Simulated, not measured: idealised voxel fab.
process module | voxel released beams
cross-section cut | 275 nm wide | cells 5 nm
A cross-section is a grid of square cells, given in bands from the top down. A band is one or more rows of cells.
Each band's line starts with the height of the band's top and of its bottom, in nm. Then come its materials from left to right, each with its width in nm. One material with "throughout" fills the band from edge to edge. "air" is empty space.
Height 0 is the level under which the wafer as received is all one material. The lowest band goes on downwards, as in "0 down".
A width such as "30 to 40" changes by the same amount from each row of cells to the next, from the band's top row to its bottom row.
"no change" after a step means that no cell of the cross-section changed.
closed voids: empty space of 8 cells or more with no open way to the top, each as width x height at its distance from the left edge, in nm
after a step's settings: what the simulator itself notes on the step
overlay nm, on a step with a mask: how far to the right of its planned place the mask lay; to the left if negative
plan
1 op RECEIVE | material Si
2 op CONFORMAL_DEP | material Al2O3 | thk nm 5
3 op DIRECTIONAL_DEP | material SiO2 | thk nm 10
4 op DIRECTIONAL_DEP | material aC | thk nm 15
5 op PATTERN | tone open | mask id ANCHOR | material resist | width nm 45 | thk nm 35 | overlay nm 0
6 op DIRECTIONAL_ETCH | etch materials aC | depth nm 15
7 op STRIP | etch materials resist
8 op DIRECTIONAL_ETCH | etch materials SiO2 | depth nm 10
9 op STRIP | etch materials aC
10 op CONFORMAL_DEP | material polySi | thk nm 15
11 op PATTERN | tone cover | mask id BEAM | material resist | width nm 95 | thk nm 20 | overlay nm 0
12 op DIRECTIONAL_ETCH | etch materials polySi | depth nm 15
13 op STRIP | etch materials resist
14 op STRIP | etch materials SiO2
as received, after step 1
  0 down: Si throughout
  closed voids: none
first wafer at the end, as planned
  30 to 20: air 85 | polySi 20 | air 15 | polySi 60 | air 95
  20 to 15: air 85 | polySi 95 | air 95
  15 to 5: air 90 | polySi 45 | air 140
  5 to 0: Al2O3 throughout
  0 down: Si throughout
  closed voids: none
second wafer at the end: like start, like plan, one mistake
  35 to 25: air 85 | polySi 25 | air 5 | polySi 65 | air 95
  25 to 20: air 85 | polySi 95 | air 95
  20 to 15: polySi throughout
  15 to 5: SiO2 90 | polySi 45 | SiO2 140
  5 to 0: Al2O3 throughout
  0 down: Si throughout
  closed voids: none
what went wrong: step 10 ran as: op CONFORMAL_DEP | material polySi | thk nm 20
at the end the second wafer has, in cells: 92 more of SiO2 | 59 more of polySi
